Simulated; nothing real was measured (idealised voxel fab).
process module | voxel local oxidation
cross-section cut | 235 nm wide | cells 5 nm
A cross-section is a grid of square cells, given in bands from the top down. A band is one or more rows of cells.
Each band's line starts with the height of the band's top and of its bottom, in nm. Then come its materials from left to right, each with its width in nm. One material with "throughout" fills the band from edge to edge. "air" is empty space.
Height 0 is the level under which the wafer as received is all one material. The lowest band goes on downwards, as in "0 down".
A width such as "30 to 40" changes by the same amount from each row of cells to the next, from the band's top row to its bottom row.
"no change" after a step means that no cell of the cross-section changed.
closed voids: empty space of 8 cells or more with no open way to the top, each as width x height at its distance from the left edge, in nm
after a step's settings: what the simulator itself notes on the step
overlay nm, on a step with a mask: how far to the right of its planned place the mask lay; to the left if negative
plan
1 op RECEIVE | material Si
2 op OXIDIZE | depth nm 5
3 op CONFORMAL_DEP | material SiN | thk nm 15
4 op MASKED_ETCH | tone cover | mask id ACTIVE | width nm 110 | etch materials SiN | depth nm 15 | overlay nm 0
5 op SELECTIVE_ETCH | etch materials SiO2 | depth nm 5
6 op OXIDIZE | depth nm 10
7 op STRIP | etch materials SiN
as received, after step 1
  0 down: Si throughout
  closed voids: none
first wafer at the end, as planned
  0 to -5: air 65 | SiO2 100 | air 70
  -5 to -15: SiO2 75 | Si 80 | SiO2 80
  -15 down: Si throughout
  closed voids: none
second wafer at the end: like start, like plan, one mistake
  0 to -5: SiO2 55 | air 120 | SiO2 60
  -5 to -15: Si 45 | SiO2 140 | Si 50
  -15 down: Si throughout
  closed voids: none
what went wrong: step 4 ran as: op MASKED_ETCH | tone open | mask id ACTIVE | width nm 110 | etch materials SiN | depth nm 15 | overlay nm 0
at the end the second wafer has, in cells: 6 more of Si | 3 fewer of SiO2
